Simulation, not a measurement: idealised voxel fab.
Module name: voxel self aligned contacts (process module)
Displayed cross-section: cut, width of 245 nm, square cells sized 5 nm.
Reading order for cross-sections: top band down to bottom band. Underlying form: a grid of square cells. Band size: one or more rows of cells.
Within each band entry, the heights of the top and of the bottom of the band appear first, in that order and in nm; the materials of the band then follow from left to right, each with its corresponding width in nm. The designation "all across" on a single material indicates that it fills the band from edge to edge; the designation "empty" indicates empty space.
Counting heights begins at 0, where everything beneath is, in the wafer as received, one material. The lowest band has no bottom; it goes on downwards, as "0 and below" shows.
The notation "30..40" denotes a width that varies across the rows of cells in the band, beginning at the first number in the top row, finishing at the second number in the bottom row, and changing by an identical amount from each row to the next.
Reading "remains unaltered" for a step: not a cell of the cross-section changed in it.
Any empty space of 8 cells or more lacking an open way to the top shows up in "Enclosed internal cavities" as width x height at distance, distance from the left edge, in nm.
On a step's line, text after the settings is the simulator commenting on that step.
overlay nm: for a step with a mask, the amount by which the mask lay right of where it was planned; a negative amount means left of it.

STEPS IN THE PROCESS PLAN
1,op RECEIVE | material Si
2,op CONFORMAL_DEP | material SiO2 | thk nm 5
3,op DIRECTIONAL_DEP | material polySi | thk nm 20
4,op DIRECTIONAL_DEP | material SiN | thk nm 25
5,op DIRECTIONAL_DEP | material aC | thk nm 10
6,op PATTERN | tone cover | mask id GATE | material resist | width nm 25 | pitch nm 70 | thk nm 30 | overlay nm 0
7,op DIRECTIONAL_ETCH | etch materials aC | depth nm 10
8,op STRIP | etch materials resist
9,op DIRECTIONAL_ETCH | etch materials SiN | depth nm 25
10,op DIRECTIONAL_ETCH | etch materials polySi | depth nm 20
11,op STRIP | etch materials aC
12,op CONFORMAL_DEP | material SiN | thk nm 10
13,op DIRECTIONAL_ETCH | etch materials SiN | depth nm 10
14,op FILL_DEP | material SiO2 | thk nm 10
15,op CMP | height nm 55
16,op MASKED_ETCH | tone open | mask id CONTACT | width nm 55 | pitch nm 70 | etch materials SiO2 | depth nm 55 | overlay nm -15
17,op CONFORMAL_DEP | material TiN | thk nm 5
18,op FILL_DEP | material W | thk nm 5
19,op CMP | height nm 55
20,op CONFORMAL_DEP | material SiCN | thk nm 5
Don't read the plan's overlay nm for step 16 as applying to every wafer: that's the first wafer's value, and the wafers differ in it, though they all start identical.

CROSS-SECTION OF THE FIRST OF SEVERAL WAFERS ON RECEIPT, REFLECTING COMPLETION OF STEP 1
    0 and below: Si all across
    Enclosed internal cavities: none

CROSS-SECTION, FIRST OF SEVERAL WAFERS, END OF MODULE, AFTER LAST STEP 20
    60 down to 55: SiCN all across
    55 down to 50: SiO2 45 nm; TiN 35 nm; W 15 nm; TiN 5 nm; SiO2 15 nm; TiN 35 nm; W 15 nm; TiN 5 nm; SiO2 75 nm
    50 down to 25: SiO2 30 nm; SiN 45 nm; TiN 5 nm; W 15 nm; TiN 5 nm; SiN 45 nm; TiN 5 nm; W 15 nm; TiN 5 nm; SiN 45 nm; SiO2 30 nm
    25 down to 5: SiO2 30 nm; SiN 10 nm; polySi 25 nm; SiN 10 nm; TiN 5 nm; W 15 nm; TiN 5 nm; SiN 10 nm; polySi 25 nm; SiN 10 nm; TiN 5 nm; W 15 nm; TiN 5 nm; SiN 10 nm; polySi 25 nm; SiN 10 nm; SiO2 30 nm
    5 down to 0: SiO2 75 nm; TiN 25 nm; SiO2 45 nm; TiN 25 nm; SiO2 75 nm
    0 and below: Si all across
    Enclosed internal cavities: none

FINAL WAFER CROSS-SECTION AT MODULE END
    60 down to 55: SiCN all across
    55 down to 50: SiO2 75 nm; TiN 5 nm; W 15 nm; TiN 35 nm; SiO2 15 nm; TiN 5 nm; W 15 nm; TiN 35 nm; SiO2 45 nm
    50 down to 25: SiO2 30 nm; SiN 45 nm; TiN 5 nm; W 15 nm; TiN 5 nm; SiN 45 nm; TiN 5 nm; W 15 nm; TiN 5 nm; SiN 45 nm; SiO2 30 nm
    25 down to 5: SiO2 30 nm; SiN 10 nm; polySi 25 nm; SiN 10 nm; TiN 5 nm; W 15 nm; TiN 5 nm; SiN 10 nm; polySi 25 nm; SiN 10 nm; TiN 5 nm; W 15 nm; TiN 5 nm; SiN 10 nm; polySi 25 nm; SiN 10 nm; SiO2 30 nm
    5 down to 0: SiO2 75 nm; TiN 25 nm; SiO2 45 nm; TiN 25 nm; SiO2 75 nm
    0 and below: Si all across
    Enclosed internal cavities: none

WAFER ROWS, END OF MODULE: CELLS PER MATERIAL GAINED (+) OR LOST (-) SINCE RECEIPT; CLOSED VOIDS LAST
overlay nm -15 | +49 SiCN | +183 SiN | +174 SiO2 | +62 TiN | +60 W | +60 polySi | Enclosed internal cavities: none
overlay nm -10 | +49 SiCN | +183 SiN | +174 SiO2 | +62 TiN | +60 W | +60 polySi | Enclosed internal cavities: none
overlay nm -5 | +49 SiCN | +183 SiN | +174 SiO2 | +62 TiN | +60 W | +60 polySi | Enclosed internal cavities: none
overlay nm 0 | +49 SiCN | +183 SiN | +174 SiO2 | +62 TiN | +60 W | +60 polySi | Enclosed internal cavities: none
overlay nm 5 | +49 SiCN | +183 SiN | +174 SiO2 | +62 TiN | +60 W | +60 polySi | Enclosed internal cavities: none
overlay nm 10 | +49 SiCN | +183 SiN | +174 SiO2 | +62 TiN | +60 W | +60 polySi | Enclosed internal cavities: none
overlay nm 15 | +49 SiCN | +183 SiN | +174 SiO2 | +62 TiN | +60 W | +60 polySi | Enclosed internal cavities: none
